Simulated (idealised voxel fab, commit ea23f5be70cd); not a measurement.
Title: Process Module voxel gate over fins
For reference, the cross-section in this document is cut, with width 210 nm and square cells of 5 nm.
A cross-section is written here as square cells arranged in a grid, and it is given in bands from the top down, each band taking up one or more rows of cells.
This entry defines a band. It first specifies the height of the band's top and the height of its bottom in nm, and then specifies the band's materials from left to right, stating each material with its width in nm. The word "all across" identifies a single material that fills the band from edge to edge, while the word "empty" identifies empty space.
Heights are measured from 0, the level below which the as-received wafer is all one material; the lowest band has no bottom and continues downward, written as in "0 nm and below".
Width: "30->40" (first number = top row, second number = bottom row, same change from row to row of cells).
Any step labelled "no alteration" changed none of the cells in the cross-section.
"Enclosed void listing" specifies each empty space that is not open to the top and that occupies no fewer than 8 cells, using the form width x height at distance, the distance measured from the left edge and all three quantities in nm.
after a step's settings: what the simulator itself notes on the step
"overlay nm" on a masked step: distance the mask lay right of its planned place, negative for left.
PLAN
- 1: RECEIVE [material Si]
- 2: CONFORMAL_DEP [material SiN] [thk nm 10]
- 3: DIRECTIONAL_DEP [material aC] [thk nm 15]
- 4: PATTERN [tone cover] [mask id FINS] [material resist] [width nm 15] [pitch nm 50] [thk nm 30] [overlay nm 0]
- 5: DIRECTIONAL_ETCH [etch materials aC] [depth nm 15]
- 6: STRIP [etch materials resist]
- 7: DIRECTIONAL_ETCH [etch materials SiN] [depth nm 10]
- 8: DIRECTIONAL_ETCH [etch materials Si] [depth nm 35]
- 9: STRIP [etch materials aC]
- 10: FILL_DEP [material SiO2] [thk nm 10]
- 11: CMP [height nm 10]
- 12: MASKED_ETCH [tone open] [mask id RAIL] [width nm 15] [etch materials SiO2] [depth nm 40] [overlay nm 0]
- 13: CONFORMAL_DEP [material TiN] [thk nm 5]
- 14: FILL_DEP [material W] [thk nm 5]
- 15: CMP [height nm 10]
- 16: SELECTIVE_ETCH [etch materials W Ru TiN] [depth nm 25]
- 17: FILL_DEP [material SiO2] [thk nm 5]
- 18: CMP [height nm 10]
- 19: SELECTIVE_ETCH [etch materials SiO2] [depth nm 20]
- 20: STRIP [etch materials SiN]
- 21: CONFORMAL_DEP [material HfO2] [thk nm 5]
- 22: CONFORMAL_DEP [material TiN] [thk nm 5]
- 23: CONFORMAL_DEP [material TiAl] [thk nm 5]
- 24: CONFORMAL_DEP [material TiN] [thk nm 5]
- 25: FILL_DEP [material W] [thk nm 15]
- 26: CMP [height nm 30]
- 27: CONFORMAL_DEP [material SiN] [thk nm 5]
FIRST WAFER OF TWO (RUN AS PLANNED)
STEP 1 COMPLETE: CROSS-SECTION OF THE WAFER AS RECEIVED
	0 nm and below = Si all across
	Enclosed void listing: none
STEP 2 COMPLETE: CROSS-SECTION THROUGH THE WAFER
	10 nm to 0 nm = SiN all across
	Below 0 it's all the same as before, nothing changed down there.
STEP 3 COMPLETE: CROSS-SECTION THROUGH THE WAFER
	25 nm to 10 nm = aC all across
	Below 10 it's all the same as before, nothing changed down there.
STEP 4 COMPLETE: CROSS-SECTION THROUGH THE WAFER
	55 nm to 25 nm = 45 nm empty | 15 nm resist | 35 nm empty | 15 nm resist | 35 nm empty | 15 nm resist | 50 nm empty
	Below 25 it's all the same as before, nothing changed down there.
STEP 5 COMPLETE: CROSS-SECTION THROUGH THE WAFER
	40 nm to 25 nm = 45 nm empty | 15 nm resist | 35 nm empty | 15 nm resist | 35 nm empty | 15 nm resist | 50 nm empty
	25 nm to 10 nm = 45 nm empty | 15 nm aC | 35 nm empty | 15 nm aC | 35 nm empty | 15 nm aC | 50 nm empty
	Below 10 it's all the same as before, nothing changed down there.
STEP 6 COMPLETE: CROSS-SECTION THROUGH THE WAFER
	25 nm to 10 nm = 45 nm empty | 15 nm aC | 35 nm empty | 15 nm aC | 35 nm empty | 15 nm aC | 50 nm empty
	Below 10 it's all the same as before, nothing changed down there.
STEP 7 COMPLETE: CROSS-SECTION THROUGH THE WAFER
	25 nm to 10 nm = 45 nm empty | 15 nm aC | 35 nm empty | 15 nm aC | 35 nm empty | 15 nm aC | 50 nm empty
	10 nm to 0 nm = 45 nm empty | 15 nm SiN | 35 nm empty | 15 nm SiN | 35 nm empty | 15 nm SiN | 50 nm empty
	Below 0 it's all the same as before, nothing changed down there.
STEP 8 COMPLETE: CROSS-SECTION THROUGH THE WAFER
	25 nm to 10 nm = 45 nm empty | 15 nm aC | 35 nm empty | 15 nm aC | 35 nm empty | 15 nm aC | 50 nm empty
	10 nm to 0 nm = 45 nm empty | 15 nm SiN | 35 nm empty | 15 nm SiN | 35 nm empty | 15 nm SiN | 50 nm empty
	0 nm to -35 nm = 45 nm empty | 15 nm Si | 35 nm empty | 15 nm Si | 35 nm empty | 15 nm Si | 50 nm empty
	Below -35 it's all the same as before, nothing changed down there.
STEP 9 COMPLETE: CROSS-SECTION THROUGH THE WAFER
	10 nm to 0 nm = 45 nm empty | 15 nm SiN | 35 nm empty | 15 nm SiN | 35 nm empty | 15 nm SiN | 50 nm empty
	Below 0 it's all the same as before, nothing changed down there.
STEP 10 COMPLETE: CROSS-SECTION THROUGH THE WAFER
	20 nm to 10 nm = SiO2 all across
	10 nm to 0 nm = 45 nm SiO2 | 15 nm SiN | 35 nm SiO2 | 15 nm SiN | 35 nm SiO2 | 15 nm SiN | 50 nm SiO2
	0 nm to -35 nm = 45 nm SiO2 | 15 nm Si | 35 nm SiO2 | 15 nm Si | 35 nm SiO2 | 15 nm Si | 50 nm SiO2
	Below -35 it's all the same as before, nothing changed down there.
STEP 11 COMPLETE: CROSS-SECTION THROUGH THE WAFER
	10 nm to 0 nm = 45 nm SiO2 | 15 nm SiN | 35 nm SiO2 | 15 nm SiN | 35 nm SiO2 | 15 nm SiN | 50 nm SiO2
	Below 0 it's all the same as before, nothing changed down there.
STEP 12 COMPLETE: CROSS-SECTION THROUGH THE WAFER
	10 nm to 0 nm = 45 nm SiO2 | 15 nm SiN | 10 nm SiO2 | 15 nm empty | 10 nm SiO2 | 15 nm SiN | 35 nm SiO2 | 15 nm SiN | 50 nm SiO2
	0 nm to -30 nm = 45 nm SiO2 | 15 nm Si | 10 nm SiO2 | 15 nm empty | 10 nm SiO2 | 15 nm Si | 35 nm SiO2 | 15 nm Si | 50 nm SiO2
	Below -30 it's all the same as before, nothing changed down there.
STEP 13 COMPLETE: CROSS-SECTION THROUGH THE WAFER
	15 nm to 10 nm = 75 nm TiN | 5 nm empty | 130 nm TiN
	10 nm to 0 nm = 45 nm SiO2 | 15 nm SiN | 10 nm SiO2 | 5 nm TiN | 5 nm empty | 5 nm TiN | 10 nm SiO2 | 15 nm SiN | 35 nm SiO2 | 15 nm SiN | 50 nm SiO2
	0 nm to -25 nm = 45 nm SiO2 | 15 nm Si | 10 nm SiO2 | 5 nm TiN | 5 nm empty | 5 nm TiN | 10 nm SiO2 | 15 nm Si | 35 nm SiO2 | 15 nm Si | 50 nm SiO2
	-25 nm to -30 nm = 45 nm SiO2 | 15 nm Si | 10 nm SiO2 | 15 nm TiN | 10 nm SiO2 | 15 nm Si | 35 nm SiO2 | 15 nm Si | 50 nm SiO2
	Below -30 it's all the same as before, nothing changed down there.
STEP 14 COMPLETE: CROSS-SECTION THROUGH THE WAFER
	20 nm to 15 nm = W all across
	15 nm to 10 nm = 75 nm TiN | 5 nm W | 130 nm TiN
	10 nm to 0 nm = 45 nm SiO2 | 15 nm SiN | 10 nm SiO2 | 5 nm TiN | 5 nm W | 5 nm TiN | 10 nm SiO2 | 15 nm SiN | 35 nm SiO2 | 15 nm SiN | 50 nm SiO2
	0 nm to -25 nm = 45 nm SiO2 | 15 nm Si | 10 nm SiO2 | 5 nm TiN | 5 nm W | 5 nm TiN | 10 nm SiO2 | 15 nm Si | 35 nm SiO2 | 15 nm Si | 50 nm SiO2
	Below -25 it's all the same as before, nothing changed down there.
STEP 15 COMPLETE: CROSS-SECTION THROUGH THE WAFER
	10 nm to 0 nm = 45 nm SiO2 | 15 nm SiN | 10 nm SiO2 | 5 nm TiN | 5 nm W | 5 nm TiN | 10 nm SiO2 | 15 nm SiN | 35 nm SiO2 | 15 nm SiN | 50 nm SiO2
	Below 0 it's all the same as before, nothing changed down there.
STEP 16 COMPLETE: CROSS-SECTION THROUGH THE WAFER
	10 nm to 0 nm = 45 nm SiO2 | 15 nm SiN | 10 nm SiO2 | 15 nm empty | 10 nm SiO2 | 15 nm SiN | 35 nm SiO2 | 15 nm SiN | 50 nm SiO2
	0 nm to -15 nm = 45 nm SiO2 | 15 nm Si | 10 nm SiO2 | 15 nm empty | 10 nm SiO2 | 15 nm Si | 35 nm SiO2 | 15 nm Si | 50 nm SiO2
	Below -15 it's all the same as before, nothing changed down there.
STEP 17 COMPLETE: CROSS-SECTION THROUGH THE WAFER
	15 nm to 10 nm = SiO2 all across
	10 nm to 0 nm = 45 nm SiO2 | 15 nm SiN | 35 nm SiO2 | 15 nm SiN | 35 nm SiO2 | 15 nm SiN | 50 nm SiO2
	0 nm to -15 nm = 45 nm SiO2 | 15 nm Si | 35 nm SiO2 | 15 nm Si | 35 nm SiO2 | 15 nm Si | 50 nm SiO2
	Below -15 it's all the same as before, nothing changed down there.
STEP 18 COMPLETE: CROSS-SECTION THROUGH THE WAFER
	10 nm to 0 nm = 45 nm SiO2 | 15 nm SiN | 35 nm SiO2 | 15 nm SiN | 35 nm SiO2 | 15 nm SiN | 50 nm SiO2
	Below 0 it's all the same as before, nothing changed down there.
STEP 19 COMPLETE: CROSS-SECTION THROUGH THE WAFER
	10 nm to 0 nm = 45 nm empty | 15 nm SiN | 35 nm empty | 15 nm SiN | 35 nm empty | 15 nm SiN | 50 nm empty
	0 nm to -10 nm = 45 nm empty | 15 nm Si | 35 nm empty | 15 nm Si | 35 nm empty | 15 nm Si | 50 nm empty
	Below -10 it's all the same as before, nothing changed down there.
STEP 20 COMPLETE: CROSS-SECTION THROUGH THE WAFER
	0 nm to -10 nm = 45 nm empty | 15 nm Si | 35 nm empty | 15 nm Si | 35 nm empty | 15 nm Si | 50 nm empty
	Below -10 it's all the same as before, nothing changed down there.
STEP 21 COMPLETE: CROSS-SECTION THROUGH THE WAFER
	5 nm to 0 nm = 40 nm empty | 25 nm HfO2 | 25 nm empty | 25 nm HfO2 | 25 nm empty | 25 nm HfO2 | 45 nm empty
	0 nm to -5 nm = 40 nm empty | 5 nm HfO2 | 15 nm Si | 5 nm HfO2 | 25 nm empty | 5 nm HfO2 | 15 nm Si | 5 nm HfO2 | 25 nm empty | 5 nm HfO2 | 15 nm Si | 5 nm HfO2 | 45 nm empty
	-5 nm to -10 nm = 45 nm HfO2 | 15 nm Si | 35 nm HfO2 | 15 nm Si | 35 nm HfO2 | 15 nm Si | 50 nm HfO2
	Below -10 it's all the same as before, nothing changed down there.
STEP 22 COMPLETE: CROSS-SECTION THROUGH THE WAFER
	10 nm to 5 nm = 35 nm empty | 35 nm TiN | 15 nm empty | 35 nm TiN | 15 nm empty | 35 nm TiN | 40 nm empty
	5 nm to 0 nm = 35 nm empty | 5 nm TiN | 25 nm HfO2 | 5 nm TiN | 15 nm empty | 5 nm TiN | 25 nm HfO2 | 5 nm TiN | 15 nm empty | 5 nm TiN | 25 nm HfO2 | 5 nm TiN | 40 nm empty
	0 nm to -5 nm = 40 nm TiN | 5 nm HfO2 | 15 nm Si | 5 nm HfO2 | 25 nm TiN | 5 nm HfO2 | 15 nm Si | 5 nm HfO2 | 25 nm TiN | 5 nm HfO2 | 15 nm Si | 5 nm HfO2 | 45 nm TiN
	Below -5 it's all the same as before, nothing changed down there.
STEP 23 COMPLETE: CROSS-SECTION THROUGH THE WAFER
	15 nm to 10 nm = 30 nm empty | 45 nm TiAl | 5 nm empty | 45 nm TiAl | 5 nm empty | 45 nm TiAl | 35 nm empty
	10 nm to 5 nm = 30 nm empty | 5 nm TiAl | 35 nm TiN | 5 nm TiAl | 5 nm empty | 5 nm TiAl | 35 nm TiN | 5 nm TiAl | 5 nm empty | 5 nm TiAl | 35 nm TiN | 5 nm TiAl | 35 nm empty
	5 nm to 0 nm = 35 nm TiAl | 5 nm TiN | 25 nm HfO2 | 5 nm TiN | 15 nm TiAl | 5 nm TiN | 25 nm HfO2 | 5 nm TiN | 15 nm TiAl | 5 nm TiN | 25 nm HfO2 | 5 nm TiN | 40 nm TiAl
	Below 0 it's all the same as before, nothing changed down there.
STEP 24 COMPLETE: CROSS-SECTION THROUGH THE WAFER
	20 nm to 15 nm = 25 nm empty | 155 nm TiN | 30 nm empty
	15 nm to 10 nm = 25 nm empty | 5 nm TiN | 45 nm TiAl | 5 nm TiN | 45 nm TiAl | 5 nm TiN | 45 nm TiAl | 5 nm TiN | 30 nm empty
	10 nm to 5 nm = 30 nm TiN | 5 nm TiAl | 35 nm TiN | 5 nm TiAl | 5 nm TiN | 5 nm TiAl | 35 nm TiN | 5 nm TiAl | 5 nm TiN | 5 nm TiAl | 35 nm TiN | 5 nm TiAl | 35 nm TiN
	Below 5 it's all the same as before, nothing changed down there.
STEP 25 COMPLETE: CROSS-SECTION THROUGH THE WAFER
	35 nm to 20 nm = W all across
	20 nm to 15 nm = 25 nm W | 155 nm TiN | 30 nm W
	15 nm to 10 nm = 25 nm W | 5 nm TiN | 45 nm TiAl | 5 nm TiN | 45 nm TiAl | 5 nm TiN | 45 nm TiAl | 5 nm TiN | 30 nm W
	Below 10 it's all the same as before, nothing changed down there.
STEP 26 COMPLETE: CROSS-SECTION THROUGH THE WAFER
	30 nm to 20 nm = W all across
	Below 20 it's all the same as before, nothing changed down there.
STEP 27 COMPLETE: CROSS-SECTION THROUGH THE WAFER
	35 nm to 30 nm = SiN all across
	Below 30 it's all the same as before, nothing changed down there.
THE SECOND WAFER: COMMON ORIGIN AND PLAN, ONE MISTAKE IN EXECUTION, IDENTICAL TO THE FIRST THROUGH STEP 3
SECOND WAFER, SECTIONED VIEW, AT STEP 4'S PLANNED END TIME
	55 nm to 25 nm = 45 nm empty | 20 nm resist | 30 nm empty | 20 nm resist | 30 nm empty | 20 nm resist | 45 nm empty
	Below 25 it's all the same as before, nothing changed down there.
SECOND WAFER, SECTIONED VIEW, AT STEP 5'S PLANNED END TIME
	40 nm to 25 nm = 45 nm empty | 20 nm resist | 30 nm empty | 20 nm resist | 30 nm empty | 20 nm resist | 45 nm empty
	25 nm to 10 nm = 45 nm empty | 20 nm aC | 30 nm empty | 20 nm aC | 30 nm empty | 20 nm aC | 45 nm empty
	Below 10 it's all the same as before, nothing changed down there.
SECOND WAFER, SECTIONED VIEW, AT STEP 6'S PLANNED END TIME
	25 nm to 10 nm = 45 nm empty | 20 nm aC | 30 nm empty | 20 nm aC | 30 nm empty | 20 nm aC | 45 nm empty
	Below 10 it's all the same as before, nothing changed down there.
SECOND WAFER, SECTIONED VIEW, AT STEP 7'S PLANNED END TIME
	25 nm to 10 nm = 45 nm empty | 20 nm aC | 30 nm empty | 20 nm aC | 30 nm empty | 20 nm aC | 45 nm empty
	10 nm to 0 nm = 45 nm empty | 20 nm SiN | 30 nm empty | 20 nm SiN | 30 nm empty | 20 nm SiN | 45 nm empty
	Below 0 it's all the same as before, nothing changed down there.
SECOND WAFER, SECTIONED VIEW, AT STEP 8'S PLANNED END TIME
	25 nm to 10 nm = 45 nm empty | 20 nm aC | 30 nm empty | 20 nm aC | 30 nm empty | 20 nm aC | 45 nm empty
	10 nm to 0 nm = 45 nm empty | 20 nm SiN | 30 nm empty | 20 nm SiN | 30 nm empty | 20 nm SiN | 45 nm empty
	0 nm to -35 nm = 45 nm empty | 20 nm Si | 30 nm empty | 20 nm Si | 30 nm empty | 20 nm Si | 45 nm empty
	Below -35 it's all the same as before, nothing changed down there.
SECOND WAFER, SECTIONED VIEW, AT STEP 9'S PLANNED END TIME
	10 nm to 0 nm = 45 nm empty | 20 nm SiN | 30 nm empty | 20 nm SiN | 30 nm empty | 20 nm SiN | 45 nm empty
	Below 0 it's all the same as before, nothing changed down there.
SECOND WAFER, SECTIONED VIEW, AT STEP 10'S PLANNED END TIME
	20 nm to 10 nm = SiO2 all across
	10 nm to 0 nm = 45 nm SiO2 | 20 nm SiN | 30 nm SiO2 | 20 nm SiN | 30 nm SiO2 | 20 nm SiN | 45 nm SiO2
	0 nm to -35 nm = 45 nm SiO2 | 20 nm Si | 30 nm SiO2 | 20 nm Si | 30 nm SiO2 | 20 nm Si | 45 nm SiO2
	Below -35 it's all the same as before, nothing changed down there.
SECOND WAFER, SECTIONED VIEW, AT STEP 11'S PLANNED END TIME
	10 nm to 0 nm = 45 nm SiO2 | 20 nm SiN | 30 nm SiO2 | 20 nm SiN | 30 nm SiO2 | 20 nm SiN | 45 nm SiO2
	Below 0 it's all the same as before, nothing changed down there.
SECOND WAFER, SECTIONED VIEW, AT STEP 12'S PLANNED END TIME
	10 nm to 0 nm = 45 nm SiO2 | 20 nm SiN | 5 nm SiO2 | 15 nm empty | 10 nm SiO2 | 20 nm SiN | 30 nm SiO2 | 20 nm SiN | 45 nm SiO2
	0 nm to -30 nm = 45 nm SiO2 | 20 nm Si | 5 nm SiO2 | 15 nm empty | 10 nm SiO2 | 20 nm Si | 30 nm SiO2 | 20 nm Si | 45 nm SiO2
	Below -30 it's all the same as before, nothing changed down there.
SECOND WAFER, SECTIONED VIEW, AT STEP 13'S PLANNED END TIME
	15 nm to 10 nm = 75 nm TiN | 5 nm empty | 130 nm TiN
	10 nm to 0 nm = 45 nm SiO2 | 20 nm SiN | 5 nm SiO2 | 5 nm TiN | 5 nm empty | 5 nm TiN | 10 nm SiO2 | 20 nm SiN | 30 nm SiO2 | 20 nm SiN | 45 nm SiO2
	0 nm to -25 nm = 45 nm SiO2 | 20 nm Si | 5 nm SiO2 | 5 nm TiN | 5 nm empty | 5 nm TiN | 10 nm SiO2 | 20 nm Si | 30 nm SiO2 | 20 nm Si | 45 nm SiO2
	-25 nm to -30 nm = 45 nm SiO2 | 20 nm Si | 5 nm SiO2 | 15 nm TiN | 10 nm SiO2 | 20 nm Si | 30 nm SiO2 | 20 nm Si | 45 nm SiO2
	Below -30 it's all the same as before, nothing changed down there.
SECOND WAFER, SECTIONED VIEW, AT STEP 14'S PLANNED END TIME
	20 nm to 15 nm = W all across
	15 nm to 10 nm = 75 nm TiN | 5 nm W | 130 nm TiN
	10 nm to 0 nm = 45 nm SiO2 | 20 nm SiN | 5 nm SiO2 | 5 nm TiN | 5 nm W | 5 nm TiN | 10 nm SiO2 | 20 nm SiN | 30 nm SiO2 | 20 nm SiN | 45 nm SiO2
	0 nm to -25 nm = 45 nm SiO2 | 20 nm Si | 5 nm SiO2 | 5 nm TiN | 5 nm W | 5 nm TiN | 10 nm SiO2 | 20 nm Si | 30 nm SiO2 | 20 nm Si | 45 nm SiO2
	Below -25 it's all the same as before, nothing changed down there.
SECOND WAFER, SECTIONED VIEW, AT STEP 15'S PLANNED END TIME
	10 nm to 0 nm = 45 nm SiO2 | 20 nm SiN | 5 nm SiO2 | 5 nm TiN | 5 nm W | 5 nm TiN | 10 nm SiO2 | 20 nm SiN | 30 nm SiO2 | 20 nm SiN | 45 nm SiO2
	Below 0 it's all the same as before, nothing changed down there.
SECOND WAFER, SECTIONED VIEW, AT STEP 16'S PLANNED END TIME
	10 nm to 0 nm = 45 nm SiO2 | 20 nm SiN | 5 nm SiO2 | 15 nm empty | 10 nm SiO2 | 20 nm SiN | 30 nm SiO2 | 20 nm SiN | 45 nm SiO2
	0 nm to -15 nm = 45 nm SiO2 | 20 nm Si | 5 nm SiO2 | 15 nm empty | 10 nm SiO2 | 20 nm Si | 30 nm SiO2 | 20 nm Si | 45 nm SiO2
	Below -15 it's all the same as before, nothing changed down there.
SECOND WAFER, SECTIONED VIEW, AT STEP 17'S PLANNED END TIME
	15 nm to 10 nm = SiO2 all across
	10 nm to 0 nm = 45 nm SiO2 | 20 nm SiN | 30 nm SiO2 | 20 nm SiN | 30 nm SiO2 | 20 nm SiN | 45 nm SiO2
	0 nm to -15 nm = 45 nm SiO2 | 20 nm Si | 30 nm SiO2 | 20 nm Si | 30 nm SiO2 | 20 nm Si | 45 nm SiO2
	Below -15 it's all the same as before, nothing changed down there.
SECOND WAFER, SECTIONED VIEW, AT STEP 18'S PLANNED END TIME
	10 nm to 0 nm = 45 nm SiO2 | 20 nm SiN | 30 nm SiO2 | 20 nm SiN | 30 nm SiO2 | 20 nm SiN | 45 nm SiO2
	Below 0 it's all the same as before, nothing changed down there.
SECOND WAFER, SECTIONED VIEW, AT STEP 19'S PLANNED END TIME
	10 nm to 0 nm = 45 nm empty | 20 nm SiN | 30 nm empty | 20 nm SiN | 30 nm empty | 20 nm SiN | 45 nm empty
	0 nm to -10 nm = 45 nm empty | 20 nm Si | 30 nm empty | 20 nm Si | 30 nm empty | 20 nm Si | 45 nm empty
	Below -10 it's all the same as before, nothing changed down there.
SECOND WAFER, SECTIONED VIEW, AT STEP 20'S PLANNED END TIME
	0 nm to -10 nm = 45 nm empty | 20 nm Si | 30 nm empty | 20 nm Si | 30 nm empty | 20 nm Si | 45 nm empty
	Below -10 it's all the same as before, nothing changed down there.
SECOND WAFER, SECTIONED VIEW, AT STEP 21'S PLANNED END TIME
	5 nm to 0 nm = 40 nm empty | 30 nm HfO2 | 20 nm empty | 30 nm HfO2 | 20 nm empty | 30 nm HfO2 | 40 nm empty
	0 nm to -5 nm = 40 nm empty | 5 nm HfO2 | 20 nm Si | 5 nm HfO2 | 20 nm empty | 5 nm HfO2 | 20 nm Si | 5 nm HfO2 | 20 nm empty | 5 nm HfO2 | 20 nm Si | 5 nm HfO2 | 40 nm empty
	-5 nm to -10 nm = 45 nm HfO2 | 20 nm Si | 30 nm HfO2 | 20 nm Si | 30 nm HfO2 | 20 nm Si | 45 nm HfO2
	Below -10 it's all the same as before, nothing changed down there.
SECOND WAFER, SECTIONED VIEW, AT STEP 22'S PLANNED END TIME
	10 nm to 5 nm = 35 nm empty | 40 nm TiN | 10 nm empty | 40 nm TiN | 10 nm empty | 40 nm TiN | 35 nm empty
	5 nm to 0 nm = 35 nm empty | 5 nm TiN | 30 nm HfO2 | 5 nm TiN | 10 nm empty | 5 nm TiN | 30 nm HfO2 | 5 nm TiN | 10 nm empty | 5 nm TiN | 30 nm HfO2 | 5 nm TiN | 35 nm empty
	0 nm to -5 nm = 40 nm TiN | 5 nm HfO2 | 20 nm Si | 5 nm HfO2 | 20 nm TiN | 5 nm HfO2 | 20 nm Si | 5 nm HfO2 | 20 nm TiN | 5 nm HfO2 | 20 nm Si | 5 nm HfO2 | 40 nm TiN
	Below -5 it's all the same as before, nothing changed down there.
SECOND WAFER, SECTIONED VIEW, AT STEP 23'S PLANNED END TIME
	15 nm to 10 nm = 30 nm empty | 150 nm TiAl | 30 nm empty
	10 nm to 5 nm = 30 nm empty | 5 nm TiAl | 40 nm TiN | 10 nm TiAl | 40 nm TiN | 10 nm TiAl | 40 nm TiN | 5 nm TiAl | 30 nm empty
	5 nm to 0 nm = 35 nm TiAl | 5 nm TiN | 30 nm HfO2 | 5 nm TiN | 10 nm TiAl | 5 nm TiN | 30 nm HfO2 | 5 nm TiN | 10 nm TiAl | 5 nm TiN | 30 nm HfO2 | 5 nm TiN | 35 nm TiAl
	Below 0 it's all the same as before, nothing changed down there.
SECOND WAFER, SECTIONED VIEW, AT STEP 24'S PLANNED END TIME
	20 nm to 15 nm = 25 nm empty | 160 nm TiN | 25 nm empty
	15 nm to 10 nm = 25 nm empty | 5 nm TiN | 150 nm TiAl | 5 nm TiN | 25 nm empty
	10 nm to 5 nm = 30 nm TiN | 5 nm TiAl | 40 nm TiN | 10 nm TiAl | 40 nm TiN | 10 nm TiAl | 40 nm TiN | 5 nm TiAl | 30 nm TiN
	Below 5 it's all the same as before, nothing changed down there.
SECOND WAFER, SECTIONED VIEW, AT STEP 25'S PLANNED END TIME
	35 nm to 20 nm = W all across
	20 nm to 15 nm = 25 nm W | 160 nm TiN | 25 nm W
	15 nm to 10 nm = 25 nm W | 5 nm TiN | 150 nm TiAl | 5 nm TiN | 25 nm W
	Below 10 it's all the same as before, nothing changed down there.
SECOND WAFER, SECTIONED VIEW, AT STEP 26'S PLANNED END TIME
	30 nm to 20 nm = W all across
	Below 20 it's all the same as before, nothing changed down there.
SECOND WAFER, SECTIONED VIEW, AT STEP 27'S PLANNED END TIME
	35 nm to 30 nm = SiN all across
	Below 30 it's all the same as before, nothing changed down there.
What went wrong in running the wafer? step 4 off recipe, ran as PATTERN [tone cover] [mask id FINS] [material resist] [width nm 20] [pitch nm 50] [thk nm 30] [overlay nm 0]
Wafer comparison, final, in cells, second relative to first, materials more or fewer: Si +21; SiO2 -15; TiN -4; W -2
